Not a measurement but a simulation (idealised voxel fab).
Presented below is a process module, voxel transistor to metal.
Section shown: cut. Width: 205 nm. Cell size: 5 nm, square.
Square cells in a grid make up a cross-section in this document, and the grid is given as bands, listed from the top down, each one or more rows of cells.
A band entry consists of two parts. The first gives the height of the band's top and the height of its bottom, in nm. The rest lists the band's materials from left to right, each with its width in nm. A single material labelled with the word "full width" fills the band from edge to edge, and the word "blank" marks empty space.
The reference from which all heights are counted is 0, the level beneath which the as-received wafer is entirely one material; the lowest band, having no lower bound, proceeds downward and is written after the example "z 0 and below".
The width entry "30->40" should be interpreted row by row: the top row of cells in the band takes the first number, the bottom row takes the second number, and the change between adjacent rows is uniform throughout.
"remains unaltered" means the step left every cell of the cross-section as it was.
The entry titled "Unvented internal voids" provides the empty spaces that have no open way to the top, restricted to those of 8 cells or more. Each is presented as width x height at distance, the distance being measured from the left edge, with all three in nm.
Step line, after settings: the simulator's comment on this step.
You can add "overlay nm" to a step's line. For a step with a mask, it describes how far the mask lay to the right of its planned position, and a negative number describes a lay to the left.

List of planned process steps
1: RECEIVE,material Si
2: OXIDIZE,depth nm 5
3: CONFORMAL_DEP,material SiN,thk nm 15
4: DIRECTIONAL_DEP,material aC,thk nm 10
5: PATTERN,tone cover,mask id ACTIVE,material resist,width nm 105,thk nm 30,overlay nm 0
6: DIRECTIONAL_ETCH,etch materials aC,depth nm 10
7: STRIP,etch materials resist
8: DIRECTIONAL_ETCH,etch materials SiN,depth nm 15
9: DIRECTIONAL_ETCH,etch materials SiO2,depth nm 5
10: DIRECTIONAL_ETCH,etch materials Si,depth nm 35
11: STRIP,etch materials aC
12: FILL_DEP,material SiO2,thk nm 15
13: CMP,height nm 15
14: SELECTIVE_ETCH,etch materials SiO2,depth nm 5
15: STRIP,etch materials SiN
16: SELECTIVE_ETCH,etch materials SiO2,depth nm 5
17: OXIDIZE,depth nm 5
18: DIRECTIONAL_DEP,material polySi,thk nm 25
19: DIRECTIONAL_DEP,material SiCN,thk nm 15
20: MASKED_ETCH,tone cover,mask id GATE,width nm 25,etch materials SiCN,depth nm 25,overlay nm 0
21: MASKED_ETCH,tone cover,mask id GATE,width nm 25,etch materials polySi,depth nm 35,overlay nm 0
22: CONFORMAL_DEP,material SiN,thk nm 5
23: DIRECTIONAL_ETCH,etch materials SiN,depth nm 5
24: DIRECTIONAL_ETCH,etch materials SiO2,depth nm 5
25: EPI,material SiGe,thk nm 5
26: FILL_DEP,material SiO2,thk nm 5
27: CMP,height nm 35
28: DIRECTIONAL_DEP,material SiO2,thk nm 10
29: MASKED_ETCH,tone open,mask id CONTACT,width nm 30,pitch nm 65,etch materials SiO2,depth nm 50,overlay nm 0
30: CONFORMAL_DEP,material TiN,thk nm 5
31: FILL_DEP,material W,thk nm 5
32: CMP,height nm 45
33: DIRECTIONAL_DEP,material TiN,thk nm 5
34: DIRECTIONAL_DEP,material W,thk nm 25
35: MASKED_ETCH,tone cover,mask id METAL_1,width nm 15,pitch nm 80,etch materials W,depth nm 25,overlay nm 0
36: MASKED_ETCH,tone cover,mask id METAL_1,width nm 15,pitch nm 80,etch materials TiN,depth nm 5,overlay nm 0
37: FILL_DEP,material lowk,thk nm 5
38: CMP,height nm 75
39: CONFORMAL_DEP,material SiCN,thk nm 5
40: DIRECTIONAL_DEP,material lowk,thk nm 25
41: DIRECTIONAL_DEP,material aC,thk nm 15
42: PATTERN,tone open,mask id METAL_2,material resist,width nm 15,pitch nm 80,thk nm 30,overlay nm 0
43: DIRECTIONAL_ETCH,etch materials aC,depth nm 15
44: STRIP,etch materials resist
45: DIRECTIONAL_ETCH,etch materials lowk,depth nm 15
46: STRIP,etch materials aC
47: DIRECTIONAL_DEP,material aC,thk nm 10
48: PATTERN,tone open,mask id METAL_2_HOLES,material resist,width nm 15,pitch nm 80,thk nm 30,overlay nm 0
49: DIRECTIONAL_ETCH,etch materials aC,depth nm 10
50: STRIP,etch materials resist
51: DIRECTIONAL_ETCH,etch materials lowk,depth nm 10
52: DIRECTIONAL_ETCH,etch materials SiCN,depth nm 5
53: STRIP,etch materials aC
54: CONFORMAL_DEP,material TiN,thk nm 5
55: FILL_DEP,material Cu,thk nm 5
56: CMP,height nm 105
57: CONFORMAL_DEP,material SiCN,thk nm 5

Of two wafers, the first: run according to plan

Cross-section of the wafer as it came to us, i.e., already through step 1
* z 0 and below: Si full width
* Unvented internal voids: none

Step 2 done - wafer cross-section
* z 0 to -5: SiO2 full width
* Note: structure below -5 unchanged.

Step 3 done - wafer cross-section
* z 15 to 0: SiN full width
* Note: structure below 0 unchanged.

Step 4 done - wafer cross-section
* z 25 to 15: aC full width
* Note: structure below 15 unchanged.

Step 5 done - wafer cross-section
* z 55 to 25: blank (50) / resist (105) / blank (50)
* Note: structure below 25 unchanged.

Step 6 done - wafer cross-section
* z 45 to 25: blank (50) / resist (105) / blank (50)
* z 25 to 15: blank (50) / aC (105) / blank (50)
* Note: structure below 15 unchanged.

Step 7 done - wafer cross-section
* z 25 to 15: blank (50) / aC (105) / blank (50)
* Note: structure below 15 unchanged.

Step 8 done - wafer cross-section
* z 25 to 15: blank (50) / aC (105) / blank (50)
* z 15 to 0: blank (50) / SiN (105) / blank (50)
* Note: structure below 0 unchanged.

Step 9 done - wafer cross-section
* z 25 to 15: blank (50) / aC (105) / blank (50)
* z 15 to 0: blank (50) / SiN (105) / blank (50)
* z 0 to -5: blank (50) / SiO2 (105) / blank (50)
* Note: structure below -5 unchanged.

Step 10 done - wafer cross-section
* z 25 to 15: blank (50) / aC (105) / blank (50)
* z 15 to 0: blank (50) / SiN (105) / blank (50)
* z 0 to -5: blank (50) / SiO2 (105) / blank (50)
* z -5 to -40: blank (50) / Si (105) / blank (50)
* Note: structure below -40 unchanged.

Step 11 done - wafer cross-section
* z 15 to 0: blank (50) / SiN (105) / blank (50)
* Note: structure below 0 unchanged.

Step 12 done - wafer cross-section
* z 30 to 15: SiO2 full width
* z 15 to 0: SiO2 (50) / SiN (105) / SiO2 (50)
* z 0 to -5: SiO2 full width
* z -5 to -40: SiO2 (50) / Si (105) / SiO2 (50)
* Note: structure below -40 unchanged.

Step 13 done - wafer cross-section
* z 15 to 0: SiO2 (50) / SiN (105) / SiO2 (50)
* Note: structure below 0 unchanged.

Step 14 done - wafer cross-section
* z 15 to 10: blank (50) / SiN (105) / blank (50)
* Note: structure below 10 unchanged.

Step 15 done - wafer cross-section
* z 10 to 0: SiO2 (50) / blank (105) / SiO2 (50)
* Note: structure below 0 unchanged.

Step 16 done - wafer cross-section
* z 5 to -5: SiO2 (45) / blank (115) / SiO2 (45)
* Note: structure below -5 unchanged.

Step 17 done - wafer cross-section
* z 5 to -5: SiO2 (45) / blank (115) / SiO2 (45)
* z -5 to -10: SiO2 full width
* Note: structure below -10 unchanged.

Step 18 done - wafer cross-section
* z 30 to 20: polySi (45) / blank (115) / polySi (45)
* z 20 to 5: polySi full width
* z 5 to -5: SiO2 (45) / polySi (115) / SiO2 (45)
* Note: structure below -5 unchanged.

Step 19 done - wafer cross-section
* z 45 to 35: SiCN (45) / blank (115) / SiCN (45)
* z 35 to 30: SiCN full width
* z 30 to 20: polySi (45) / SiCN (115) / polySi (45)
* Note: structure below 20 unchanged.

Step 20 done - wafer cross-section
* z 35 to 30: blank (90) / SiCN (25) / blank (90)
* z 30 to 20: polySi (45) / blank (45) / SiCN (25) / blank (45) / polySi (45)
* Note: structure below 20 unchanged.

Step 21 done - wafer cross-section
* z 35 to 20: blank (90) / SiCN (25) / blank (90)
* z 20 to 5: blank (90) / polySi (25) / blank (90)
* z 5 to -5: SiO2 (45) / blank (45) / polySi (25) / blank (45) / SiO2 (45)
* Note: structure below -5 unchanged.

Step 22 done - wafer cross-section
* z 40 to 35: blank (85) / SiN (35) / blank (85)
* z 35 to 20: blank (85) / SiN (5) / SiCN (25) / SiN (5) / blank (85)
* z 20 to 10: blank (85) / SiN (5) / polySi (25) / SiN (5) / blank (85)
* z 10 to 5: SiN (50) / blank (35) / SiN (5) / polySi (25) / SiN (5) / blank (35) / SiN (50)
* z 5 to 0: SiO2 (45) / SiN (5) / blank (35) / SiN (5) / polySi (25) / SiN (5) / blank (35) / SiN (5) / SiO2 (45)
* z 0 to -5: SiO2 (45) / SiN (45) / polySi (25) / SiN (45) / SiO2 (45)
* Note: structure below -5 unchanged.

Step 23 done - wafer cross-section
* z 35 to 20: blank (85) / SiN (5) / SiCN (25) / SiN (5) / blank (85)
* z 20 to 5: blank (85) / SiN (5) / polySi (25) / SiN (5) / blank (85)
* z 5 to -5: SiO2 (45) / SiN (5) / blank (35) / SiN (5) / polySi (25) / SiN (5) / blank (35) / SiN (5) / SiO2 (45)
* Note: structure below -5 unchanged.

Step 24 done - wafer cross-section
* z 35 to 20: blank (85) / SiN (5) / SiCN (25) / SiN (5) / blank (85)
* z 20 to 5: blank (85) / SiN (5) / polySi (25) / SiN (5) / blank (85)
* z 5 to 0: blank (45) / SiN (5) / blank (35) / SiN (5) / polySi (25) / SiN (5) / blank (35) / SiN (5) / blank (45)
* z 0 to -5: SiO2 (45) / SiN (5) / blank (35) / SiN (5) / polySi (25) / SiN (5) / blank (35) / SiN (5) / SiO2 (45)
* z -5 to -10: SiO2 (50) / blank (35) / SiO2 (35) / blank (35) / SiO2 (50)
* Note: structure below -10 unchanged.

Step 25 done - wafer cross-section
* z 35 to 20: blank (85) / SiN (5) / SiCN (25) / SiN (5) / blank (85)
* z 20 to 5: blank (85) / SiN (5) / polySi (25) / SiN (5) / blank (85)
* z 5 to 0: blank (45) / SiN (5) / blank (35) / SiN (5) / polySi (25) / SiN (5) / blank (35) / SiN (5) / blank (45)
* z 0 to -5: SiO2 (45) / SiN (5) / blank (35) / SiN (5) / polySi (25) / SiN (5) / blank (35) / SiN (5) / SiO2 (45)
* z -5 to -10: SiO2 (50) / SiGe (35) / SiO2 (35) / SiGe (35) / SiO2 (50)
* Note: structure below -10 unchanged.

Step 26 done - wafer cross-section
* z 40 to 35: SiO2 full width
* z 35 to 20: SiO2 (85) / SiN (5) / SiCN (25) / SiN (5) / SiO2 (85)
* z 20 to 5: SiO2 (85) / SiN (5) / polySi (25) / SiN (5) / SiO2 (85)
* z 5 to -5: SiO2 (45) / SiN (5) / SiO2 (35) / SiN (5) / polySi (25) / SiN (5) / SiO2 (35) / SiN (5) / SiO2 (45)
* Note: structure below -5 unchanged.

Step 27 done - wafer cross-section
* z 35 to 20: SiO2 (85) / SiN (5) / SiCN (25) / SiN (5) / SiO2 (85)
* Note: structure below 20 unchanged.

Step 28 done - wafer cross-section
* z 45 to 35: SiO2 full width
* Note: structure below 35 unchanged.

Step 29 done - wafer cross-section
* z 45 to 35: SiO2 (55) / blank (30) / SiO2 (35) / blank (30) / SiO2 (55)
* z 35 to 20: SiO2 (55) / blank (30) / SiN (5) / SiCN (25) / SiN (5) / blank (30) / SiO2 (55)
* z 20 to 5: SiO2 (55) / blank (30) / SiN (5) / polySi (25) / SiN (5) / blank (30) / SiO2 (55)
* z 5 to -5: SiO2 (45) / SiN (5) / SiO2 (5) / blank (30) / SiN (5) / polySi (25) / SiN (5) / blank (30) / SiO2 (5) / SiN (5) / SiO2 (45)
* Note: structure below -5 unchanged.

Step 30 done - wafer cross-section
* z 50 to 45: TiN (60) / blank (20) / TiN (45) / blank (20) / TiN (60)
* z 45 to 35: SiO2 (55) / TiN (5) / blank (20) / TiN (5) / SiO2 (35) / TiN (5) / blank (20) / TiN (5) / SiO2 (55)
* z 35 to 20: SiO2 (55) / TiN (5) / blank (20) / TiN (5) / SiN (5) / SiCN (25) / SiN (5) / TiN (5) / blank (20) / TiN (5) / SiO2 (55)
* z 20 to 5: SiO2 (55) / TiN (5) / blank (20) / TiN (5) / SiN (5) / polySi (25) / SiN (5) / TiN (5) / blank (20) / TiN (5) / SiO2 (55)
* z 5 to 0: SiO2 (45) / SiN (5) / SiO2 (5) / TiN (5) / blank (20) / TiN (5) / SiN (5) / polySi (25) / SiN (5) / TiN (5) / blank (20) / TiN (5) / SiO2 (5) / SiN (5) / SiO2 (45)
* z 0 to -5: SiO2 (45) / SiN (5) / SiO2 (5) / TiN (30) / SiN (5) / polySi (25) / SiN (5) / TiN (30) / SiO2 (5) / SiN (5) / SiO2 (45)
* Note: structure below -5 unchanged.

Step 31 done - wafer cross-section
* z 55 to 50: W full width
* z 50 to 45: TiN (60) / W (20) / TiN (45) / W (20) / TiN (60)
* z 45 to 35: SiO2 (55) / TiN (5) / W (20) / TiN (5) / SiO2 (35) / TiN (5) / W (20) / TiN (5) / SiO2 (55)
* z 35 to 20: SiO2 (55) / TiN (5) / W (20) / TiN (5) / SiN (5) / SiCN (25) / SiN (5) / TiN (5) / W (20) / TiN (5) / SiO2 (55)
* z 20 to 5: SiO2 (55) / TiN (5) / W (20) / TiN (5) / SiN (5) / polySi (25) / SiN (5) / TiN (5) / W (20) / TiN (5) / SiO2 (55)
* z 5 to 0: SiO2 (45) / SiN (5) / SiO2 (5) / TiN (5) / W (20) / TiN (5) / SiN (5) / polySi (25) / SiN (5) / TiN (5) / W (20) / TiN (5) / SiO2 (5) / SiN (5) / SiO2 (45)
* Note: structure below 0 unchanged.

Step 32 done - wafer cross-section
* z 45 to 35: SiO2 (55) / TiN (5) / W (20) / TiN (5) / SiO2 (35) / TiN (5) / W (20) / TiN (5) / SiO2 (55)
* Note: structure below 35 unchanged.

Step 33 done - wafer cross-section
* z 50 to 45: TiN full width
* Note: structure below 45 unchanged.

Step 34 done - wafer cross-section
* z 75 to 50: W full width
* Note: structure below 50 unchanged.

Step 35 done - wafer cross-section
* z 75 to 50: blank (55) / W (15) / blank (65) / W (15) / blank (55)
* Note: structure below 50 unchanged.

Step 36 done - wafer cross-section
* z 75 to 50: blank (55) / W (15) / blank (65) / W (15) / blank (55)
* z 50 to 45: blank (55) / TiN (15) / blank (65) / TiN (15) / blank (55)
* Note: structure below 45 unchanged.

Step 37 done - wafer cross-section
* z 80 to 75: lowk full width
* z 75 to 50: lowk (55) / W (15) / lowk (65) / W (15) / lowk (55)
* z 50 to 45: lowk (55) / TiN (15) / lowk (65) / TiN (15) / lowk (55)
* Note: structure below 45 unchanged.

Step 38 done - wafer cross-section
* z 75 to 50: lowk (55) / W (15) / lowk (65) / W (15) / lowk (55)
* Note: structure below 50 unchanged.

Step 39 done - wafer cross-section
* z 80 to 75: SiCN full width
* Note: structure below 75 unchanged.

Step 40 done - wafer cross-section
* z 105 to 80: lowk full width
* Note: structure below 80 unchanged.

Step 41 done - wafer cross-section
* z 120 to 105: aC full width
* Note: structure below 105 unchanged.

Step 42 done - wafer cross-section
* z 150 to 120: resist (55) / blank (15) / resist (65) / blank (15) / resist (55)
* Note: structure below 120 unchanged.

Step 43 done - wafer cross-section
* z 135 to 120: resist (55) / blank (15) / resist (65) / blank (15) / resist (55)
* z 120 to 105: aC (55) / blank (15) / aC (65) / blank (15) / aC (55)
* Note: structure below 105 unchanged.

Step 44 done - wafer cross-section
* z 120 to 105: aC (55) / blank (15) / aC (65) / blank (15) / aC (55)
* Note: structure below 105 unchanged.

Step 45 done - wafer cross-section
* z 120 to 105: aC (55) / blank (15) / aC (65) / blank (15) / aC (55)
* z 105 to 90: lowk (55) / blank (15) / lowk (65) / blank (15) / lowk (55)
* Note: structure below 90 unchanged.

Step 46 done - wafer cross-section
* z 105 to 90: lowk (55) / blank (15) / lowk (65) / blank (15) / lowk (55)
* Note: structure below 90 unchanged.

Step 47 done - wafer cross-section
* z 115 to 105: aC (55) / blank (15) / aC (65) / blank (15) / aC (55)
* z 105 to 100: lowk (55) / blank (15) / lowk (65) / blank (15) / lowk (55)
* z 100 to 90: lowk (55) / aC (15) / lowk (65) / aC (15) / lowk (55)
* Note: structure below 90 unchanged.

Step 48 done - wafer cross-section
* z 145 to 115: resist (55) / blank (15) / resist (65) / blank (15) / resist (55)
* Note: structure below 115 unchanged.

Step 49 done - wafer cross-section
* z 135 to 115: resist (55) / blank (15) / resist (65) / blank (15) / resist (55)
* z 115 to 105: aC (55) / blank (15) / aC (65) / blank (15) / aC (55)
* z 105 to 90: lowk (55) / blank (15) / lowk (65) / blank (15) / lowk (55)
* Note: structure below 90 unchanged.

Step 50 done - wafer cross-section
* z 115 to 105: aC (55) / blank (15) / aC (65) / blank (15) / aC (55)
* Note: structure below 105 unchanged.

Step 51 done - wafer cross-section
* z 115 to 105: aC (55) / blank (15) / aC (65) / blank (15) / aC (55)
* z 105 to 80: lowk (55) / blank (15) / lowk (65) / blank (15) / lowk (55)
* Note: structure below 80 unchanged.

Step 52 done - wafer cross-section
* z 115 to 105: aC (55) / blank (15) / aC (65) / blank (15) / aC (55)
* z 105 to 80: lowk (55) / blank (15) / lowk (65) / blank (15) / lowk (55)
* z 80 to 75: SiCN (55) / blank (15) / SiCN (65) / blank (15) / SiCN (55)
* Note: structure below 75 unchanged.

Step 53 done - wafer cross-section
* z 105 to 80: lowk (55) / blank (15) / lowk (65) / blank (15) / lowk (55)
* Note: structure below 80 unchanged.

Step 54 done - wafer cross-section
* z 110 to 105: TiN (60) / blank (5) / TiN (75) / blank (5) / TiN (60)
* z 105 to 80: lowk (55) / TiN (5) / blank (5) / TiN (5) / lowk (65) / TiN (5) / blank (5) / TiN (5) / lowk (55)
* z 80 to 75: SiCN (55) / TiN (15) / SiCN (65) / TiN (15) / SiCN (55)
* Note: structure below 75 unchanged.

Step 55 done - wafer cross-section
* z 115 to 110: Cu full width
* z 110 to 105: TiN (60) / Cu (5) / TiN (75) / Cu (5) / TiN (60)
* z 105 to 80: lowk (55) / TiN (5) / Cu (5) / TiN (5) / lowk (65) / TiN (5) / Cu (5) / TiN (5) / lowk (55)
* Note: structure below 80 unchanged.

Step 56 done - wafer cross-section
* z 105 to 80: lowk (55) / TiN (5) / Cu (5) / TiN (5) / lowk (65) / TiN (5) / Cu (5) / TiN (5) / lowk (55)
* Note: structure below 80 unchanged.

Step 57 done - wafer cross-section
* z 110 to 105: SiCN full width
* Note: structure below 105 unchanged.

Here the second wafer is described. Its start and its plan were those of the first wafer. Its run contained one mistake. Up to and including step 17, it did exactly what the first wafer did

Second wafer at the planned finish of step 18, seen in cross-section
* z 35 to 25: polySi (45) / blank (115) / polySi (45)
* z 25 to 5: polySi full width
* z 5 to -5: SiO2 (45) / polySi (115) / SiO2 (45)
* Note: structure below -5 unchanged.

Second wafer at the planned finish of step 19, seen in cross-section
* z 50 to 40: SiCN (45) / blank (115) / SiCN (45)
* z 40 to 35: SiCN full width
* z 35 to 25: polySi (45) / SiCN (115) / polySi (45)
* Note: structure below 25 unchanged.

Second wafer at the planned finish of step 20, seen in cross-section
* z 40 to 35: blank (90) / SiCN (25) / blank (90)
* z 35 to 25: polySi (45) / blank (45) / SiCN (25) / blank (45) / polySi (45)
* Note: structure below 25 unchanged.

Second wafer at the planned finish of step 21, seen in cross-section
* z 40 to 25: blank (90) / SiCN (25) / blank (90)
* z 25 to 5: blank (90) / polySi (25) / blank (90)
* z 5 to -5: SiO2 (45) / blank (45) / polySi (25) / blank (45) / SiO2 (45)
* Note: structure below -5 unchanged.

Second wafer at the planned finish of step 22, seen in cross-section
* z 45 to 40: blank (85) / SiN (35) / blank (85)
* z 40 to 25: blank (85) / SiN (5) / SiCN (25) / SiN (5) / blank (85)
* z 25 to 10: blank (85) / SiN (5) / polySi (25) / SiN (5) / blank (85)
* z 10 to 5: SiN (50) / blank (35) / SiN (5) / polySi (25) / SiN (5) / blank (35) / SiN (50)
* z 5 to 0: SiO2 (45) / SiN (5) / blank (35) / SiN (5) / polySi (25) / SiN (5) / blank (35) / SiN (5) / SiO2 (45)
* z 0 to -5: SiO2 (45) / SiN (45) / polySi (25) / SiN (45) / SiO2 (45)
* Note: structure below -5 unchanged.

Second wafer at the planned finish of step 23, seen in cross-section
* z 40 to 25: blank (85) / SiN (5) / SiCN (25) / SiN (5) / blank (85)
* z 25 to 5: blank (85) / SiN (5) / polySi (25) / SiN (5) / blank (85)
* z 5 to -5: SiO2 (45) / SiN (5) / blank (35) / SiN (5) / polySi (25) / SiN (5) / blank (35) / SiN (5) / SiO2 (45)
* Note: structure below -5 unchanged.

Second wafer at the planned finish of step 24, seen in cross-section
* z 40 to 25: blank (85) / SiN (5) / SiCN (25) / SiN (5) / blank (85)
* z 25 to 5: blank (85) / SiN (5) / polySi (25) / SiN (5) / blank (85)
* z 5 to 0: blank (45) / SiN (5) / blank (35) / SiN (5) / polySi (25) / SiN (5) / blank (35) / SiN (5) / blank (45)
* z 0 to -5: SiO2 (45) / SiN (5) / blank (35) / SiN (5) / polySi (25) / SiN (5) / blank (35) / SiN (5) / SiO2 (45)
* z -5 to -10: SiO2 (50) / blank (35) / SiO2 (35) / blank (35) / SiO2 (50)
* Note: structure below -10 unchanged.

Second wafer at the planned finish of step 25, seen in cross-section
* z 40 to 25: blank (85) / SiN (5) / SiCN (25) / SiN (5) / blank (85)
* z 25 to 5: blank (85) / SiN (5) / polySi (25) / SiN (5) / blank (85)
* z 5 to 0: blank (45) / SiN (5) / blank (35) / SiN (5) / polySi (25) / SiN (5) / blank (35) / SiN (5) / blank (45)
* z 0 to -5: SiO2 (45) / SiN (5) / blank (35) / SiN (5) / polySi (25) / SiN (5) / blank (35) / SiN (5) / SiO2 (45)
* z -5 to -10: SiO2 (50) / SiGe (35) / SiO2 (35) / SiGe (35) / SiO2 (50)
* Note: structure below -10 unchanged.

Second wafer at the planned finish of step 26, seen in cross-section
* z 45 to 40: SiO2 full width
* z 40 to 25: SiO2 (85) / SiN (5) / SiCN (25) / SiN (5) / SiO2 (85)
* z 25 to 5: SiO2 (85) / SiN (5) / polySi (25) / SiN (5) / SiO2 (85)
* z 5 to -5: SiO2 (45) / SiN (5) / SiO2 (35) / SiN (5) / polySi (25) / SiN (5) / SiO2 (35) / SiN (5) / SiO2 (45)
* Note: structure below -5 unchanged.

Second wafer at the planned finish of step 27, seen in cross-section
* z 35 to 25: SiO2 (85) / SiN (5) / SiCN (25) / SiN (5) / SiO2 (85)
* Note: structure below 25 unchanged.

Second wafer at the planned finish of step 28, seen in cross-section
* z 45 to 35: SiO2 full width
* Note: structure below 35 unchanged.

Second wafer at the planned finish of step 29, seen in cross-section
* z 45 to 35: SiO2 (55) / blank (30) / SiO2 (35) / blank (30) / SiO2 (55)
* z 35 to 25: SiO2 (55) / blank (30) / SiN (5) / SiCN (25) / SiN (5) / blank (30) / SiO2 (55)
* z 25 to 5: SiO2 (55) / blank (30) / SiN (5) / polySi (25) / SiN (5) / blank (30) / SiO2 (55)
* z 5 to -5: SiO2 (45) / SiN (5) / SiO2 (5) / blank (30) / SiN (5) / polySi (25) / SiN (5) / blank (30) / SiO2 (5) / SiN (5) / SiO2 (45)
* Note: structure below -5 unchanged.

Second wafer at the planned finish of step 30, seen in cross-section
* z 50 to 45: TiN (60) / blank (20) / TiN (45) / blank (20) / TiN (60)
* z 45 to 35: SiO2 (55) / TiN (5) / blank (20) / TiN (5) / SiO2 (35) / TiN (5) / blank (20) / TiN (5) / SiO2 (55)
* z 35 to 25: SiO2 (55) / TiN (5) / blank (20) / TiN (5) / SiN (5) / SiCN (25) / SiN (5) / TiN (5) / blank (20) / TiN (5) / SiO2 (55)
* z 25 to 5: SiO2 (55) / TiN (5) / blank (20) / TiN (5) / SiN (5) / polySi (25) / SiN (5) / TiN (5) / blank (20) / TiN (5) / SiO2 (55)
* z 5 to 0: SiO2 (45) / SiN (5) / SiO2 (5) / TiN (5) / blank (20) / TiN (5) / SiN (5) / polySi (25) / SiN (5) / TiN (5) / blank (20) / TiN (5) / SiO2 (5) / SiN (5) / SiO2 (45)
* z 0 to -5: SiO2 (45) / SiN (5) / SiO2 (5) / TiN (30) / SiN (5) / polySi (25) / SiN (5) / TiN (30) / SiO2 (5) / SiN (5) / SiO2 (45)
* Note: structure below -5 unchanged.

Second wafer at the planned finish of step 31, seen in cross-section
* z 55 to 50: W full width
* z 50 to 45: TiN (60) / W (20) / TiN (45) / W (20) / TiN (60)
* z 45 to 35: SiO2 (55) / TiN (5) / W (20) / TiN (5) / SiO2 (35) / TiN (5) / W (20) / TiN (5) / SiO2 (55)
* z 35 to 25: SiO2 (55) / TiN (5) / W (20) / TiN (5) / SiN (5) / SiCN (25) / SiN (5) / TiN (5) / W (20) / TiN (5) / SiO2 (55)
* z 25 to 5: SiO2 (55) / TiN (5) / W (20) / TiN (5) / SiN (5) / polySi (25) / SiN (5) / TiN (5) / W (20) / TiN (5) / SiO2 (55)
* z 5 to 0: SiO2 (45) / SiN (5) / SiO2 (5) / TiN (5) / W (20) / TiN (5) / SiN (5) / polySi (25) / SiN (5) / TiN (5) / W (20) / TiN (5) / SiO2 (5) / SiN (5) / SiO2 (45)
* Note: structure below 0 unchanged.

Second wafer at the planned finish of step 32, seen in cross-section
* z 45 to 35: SiO2 (55) / TiN (5) / W (20) / TiN (5) / SiO2 (35) / TiN (5) / W (20) / TiN (5) / SiO2 (55)
* Note: structure below 35 unchanged.

Second wafer at the planned finish of step 33, seen in cross-section
* z 50 to 45: TiN full width
* Note: structure below 45 unchanged.

Second wafer at the planned finish of step 34, seen in cross-section
* z 75 to 50: W full width
* Note: structure below 50 unchanged.

Second wafer at the planned finish of step 35, seen in cross-section
* z 75 to 50: blank (55) / W (15) / blank (65) / W (15) / blank (55)
* Note: structure below 50 unchanged.

Second wafer at the planned finish of step 36, seen in cross-section
* z 75 to 50: blank (55) / W (15) / blank (65) / W (15) / blank (55)
* z 50 to 45: blank (55) / TiN (15) / blank (65) / TiN (15) / blank (55)
* Note: structure below 45 unchanged.

Second wafer at the planned finish of step 37, seen in cross-section
* z 80 to 75: lowk full width
* z 75 to 50: lowk (55) / W (15) / lowk (65) / W (15) / lowk (55)
* z 50 to 45: lowk (55) / TiN (15) / lowk (65) / TiN (15) / lowk (55)
* Note: structure below 45 unchanged.

Second wafer at the planned finish of step 38, seen in cross-section
* z 75 to 50: lowk (55) / W (15) / lowk (65) / W (15) / lowk (55)
* Note: structure below 50 unchanged.

Second wafer at the planned finish of step 39, seen in cross-section
* z 80 to 75: SiCN full width
* Note: structure below 75 unchanged.

Second wafer at the planned finish of step 40, seen in cross-section
* z 105 to 80: lowk full width
* Note: structure below 80 unchanged.

Second wafer at the planned finish of step 41, seen in cross-section
* z 120 to 105: aC full width
* Note: structure below 105 unchanged.

Second wafer at the planned finish of step 42, seen in cross-section
* z 150 to 120: resist (55) / blank (15) / resist (65) / blank (15) / resist (55)
* Note: structure below 120 unchanged.

Second wafer at the planned finish of step 43, seen in cross-section
* z 135 to 120: resist (55) / blank (15) / resist (65) / blank (15) / resist (55)
* z 120 to 105: aC (55) / blank (15) / aC (65) / blank (15) / aC (55)
* Note: structure below 105 unchanged.

Second wafer at the planned finish of step 44, seen in cross-section
* z 120 to 105: aC (55) / blank (15) / aC (65) / blank (15) / aC (55)
* Note: structure below 105 unchanged.

Second wafer at the planned finish of step 45, seen in cross-section
* z 120 to 105: aC (55) / blank (15) / aC (65) / blank (15) / aC (55)
* z 105 to 90: lowk (55) / blank (15) / lowk (65) / blank (15) / lowk (55)
* Note: structure below 90 unchanged.

Second wafer at the planned finish of step 46, seen in cross-section
* z 105 to 90: lowk (55) / blank (15) / lowk (65) / blank (15) / lowk (55)
* Note: structure below 90 unchanged.

Second wafer at the planned finish of step 47, seen in cross-section
* z 115 to 105: aC (55) / blank (15) / aC (65) / blank (15) / aC (55)
* z 105 to 100: lowk (55) / blank (15) / lowk (65) / blank (15) / lowk (55)
* z 100 to 90: lowk (55) / aC (15) / lowk (65) / aC (15) / lowk (55)
* Note: structure below 90 unchanged.

Second wafer at the planned finish of step 48, seen in cross-section
* z 145 to 115: resist (55) / blank (15) / resist (65) / blank (15) / resist (55)
* Note: structure below 115 unchanged.

Second wafer at the planned finish of step 49, seen in cross-section
* z 135 to 115: resist (55) / blank (15) / resist (65) / blank (15) / resist (55)
* z 115 to 105: aC (55) / blank (15) / aC (65) / blank (15) / aC (55)
* z 105 to 90: lowk (55) / blank (15) / lowk (65) / blank (15) / lowk (55)
* Note: structure below 90 unchanged.

Second wafer at the planned finish of step 50, seen in cross-section
* z 115 to 105: aC (55) / blank (15) / aC (65) / blank (15) / aC (55)
* Note: structure below 105 unchanged.

Second wafer at the planned finish of step 51, seen in cross-section
* z 115 to 105: aC (55) / blank (15) / aC (65) / blank (15) / aC (55)
* z 105 to 80: lowk (55) / blank (15) / lowk (65) / blank (15) / lowk (55)
* Note: structure below 80 unchanged.

Second wafer at the planned finish of step 52, seen in cross-section
* z 115 to 105: aC (55) / blank (15) / aC (65) / blank (15) / aC (55)
* z 105 to 80: lowk (55) / blank (15) / lowk (65) / blank (15) / lowk (55)
* z 80 to 75: SiCN (55) / blank (15) / SiCN (65) / blank (15) / SiCN (55)
* Note: structure below 75 unchanged.

Second wafer at the planned finish of step 53, seen in cross-section
* z 105 to 80: lowk (55) / blank (15) / lowk (65) / blank (15) / lowk (55)
* Note: structure below 80 unchanged.

Second wafer at the planned finish of step 54, seen in cross-section
* z 110 to 105: TiN (60) / blank (5) / TiN (75) / blank (5) / TiN (60)
* z 105 to 80: lowk (55) / TiN (5) / blank (5) / TiN (5) / lowk (65) / TiN (5) / blank (5) / TiN (5) / lowk (55)
* z 80 to 75: SiCN (55) / TiN (15) / SiCN (65) / TiN (15) / SiCN (55)
* Note: structure below 75 unchanged.

Second wafer at the planned finish of step 55, seen in cross-section
* z 115 to 110: Cu full width
* z 110 to 105: TiN (60) / Cu (5) / TiN (75) / Cu (5) / TiN (60)
* z 105 to 80: lowk (55) / TiN (5) / Cu (5) / TiN (5) / lowk (65) / TiN (5) / Cu (5) / TiN (5) / lowk (55)
* Note: structure below 80 unchanged.

Second wafer at the planned finish of step 56, seen in cross-section
* z 105 to 80: lowk (55) / TiN (5) / Cu (5) / TiN (5) / lowk (65) / TiN (5) / Cu (5) / TiN (5) / lowk (55)
* Note: structure below 80 unchanged.

Second wafer at the planned finish of step 57, seen in cross-section
* z 110 to 105: SiCN full width
* Note: structure below 105 unchanged.
Nonconformance to the process plan: note that step 18 departed from the planned setting and was carried out as DIRECTIONAL_DEP,material polySi,thk nm 30
Counted in cells at the end, the second wafer holds more or fewer of these materials than the first: SiCN -5 | polySi +5
